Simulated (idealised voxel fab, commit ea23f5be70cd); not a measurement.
process module | voxel gate over fins
cross-section cut | 255 nm wide | cells 5 nm
A cross-section is a grid of square cells, given in bands from the top down. A band is one or more rows of cells.
Each band's line starts with the height of the band's top and of its bottom, in nm. Then come its materials from left to right, each with its width in nm. One material with "throughout" fills the band from edge to edge. "air" is empty space.
Height 0 is the level under which the wafer as received is all one material. The lowest band goes on downwards, as in "0 down".
A width such as "30 to 40" changes by the same amount from each row of cells to the next, from the band's top row to its bottom row.
"no change" after a step means that no cell of the cross-section changed.
closed voids: empty space of 8 cells or more with no open way to the top, each as width x height at its distance from the left edge, in nm
after a step's settings: what the simulator itself notes on the step
overlay nm, on a step with a mask: how far to the right of its planned place the mask lay; to the left if negative
plan
1 op RECEIVE | material Si
2 op CONFORMAL_DEP | material SiN | thk nm 5
3 op DIRECTIONAL_DEP | material aC | thk nm 10
4 op PATTERN | tone cover | mask id FINS | material resist | width nm 15 | pitch nm 50 | thk nm 25 | overlay nm 0
5 op DIRECTIONAL_ETCH | etch materials aC | depth nm 10
6 op STRIP | etch materials resist
7 op DIRECTIONAL_ETCH | etch materials SiN | depth nm 5
8 op DIRECTIONAL_ETCH | etch materials Si | depth nm 30
9 op STRIP | etch materials aC
10 op FILL_DEP | material SiO2 | thk nm 15
11 op CMP | height nm 5
12 op MASKED_ETCH | tone open | mask id RAIL | width nm 15 | etch materials SiO2 | depth nm 30 | overlay nm 0
13 op CONFORMAL_DEP | material TiN | thk nm 5
14 op FILL_DEP | material W | thk nm 10
15 op CMP | height nm 5
16 op SELECTIVE_ETCH | etch materials W Ru TiN | depth nm 25
17 op FILL_DEP | material SiO2 | thk nm 5
18 op CMP | height nm 5
19 op SELECTIVE_ETCH | etch materials SiO2 | depth nm 15
20 op STRIP | etch materials SiN
21 op CONFORMAL_DEP | material HfO2 | thk nm 5
22 op CONFORMAL_DEP | material TiN | thk nm 5
23 op CONFORMAL_DEP | material TiAl | thk nm 5
24 op CONFORMAL_DEP | material TiN | thk nm 5
25 op FILL_DEP | material W | thk nm 15
26 op CMP | height nm 30
27 op CONFORMAL_DEP | material SiN | thk nm 5
as received, after step 1
  0 down: Si throughout
  closed voids: none
a wafer at the end: this start, this plan, one mistake
  35 to 30: SiN throughout
  30 to 20: W throughout
  20 to 15: W 50 | TiAl 155 | W 50
  15 to 10: W 50 | TiAl 5 | TiN 45 | TiAl 5 | TiN 45 | TiAl 5 | TiN 45 | TiAl 5 | W 50
  10 to 5: TiAl 55 | TiN 45 | TiAl 5 | TiN 45 | TiAl 5 | TiN 45 | TiAl 55
  5 to 0: TiN 65 | HfO2 25 | TiN 25 | HfO2 25 | TiN 25 | HfO2 25 | TiN 65
  0 to -5: TiN 65 | HfO2 5 | Si 15 | HfO2 5 | TiN 25 | HfO2 5 | Si 15 | HfO2 5 | TiN 25 | HfO2 5 | Si 15 | HfO2 5 | TiN 65
  -5 to -10: HfO2 70 | Si 15 | HfO2 35 | Si 15 | HfO2 35 | Si 15 | HfO2 70
  -10 to -20: SiO2 70 | Si 15 | SiO2 35 | Si 15 | SiO2 35 | Si 15 | SiO2 70
  -20 to -25: SiO2 70 | Si 15 | SiO2 10 | TiN 15 | SiO2 10 | Si 15 | SiO2 35 | Si 15 | SiO2 70
  -25 to -30: SiO2 70 | Si 15 | SiO2 35 | Si 15 | SiO2 35 | Si 15 | SiO2 70
  -30 down: Si throughout
  closed voids: none
what went wrong: steps 23 and 24 were swapped
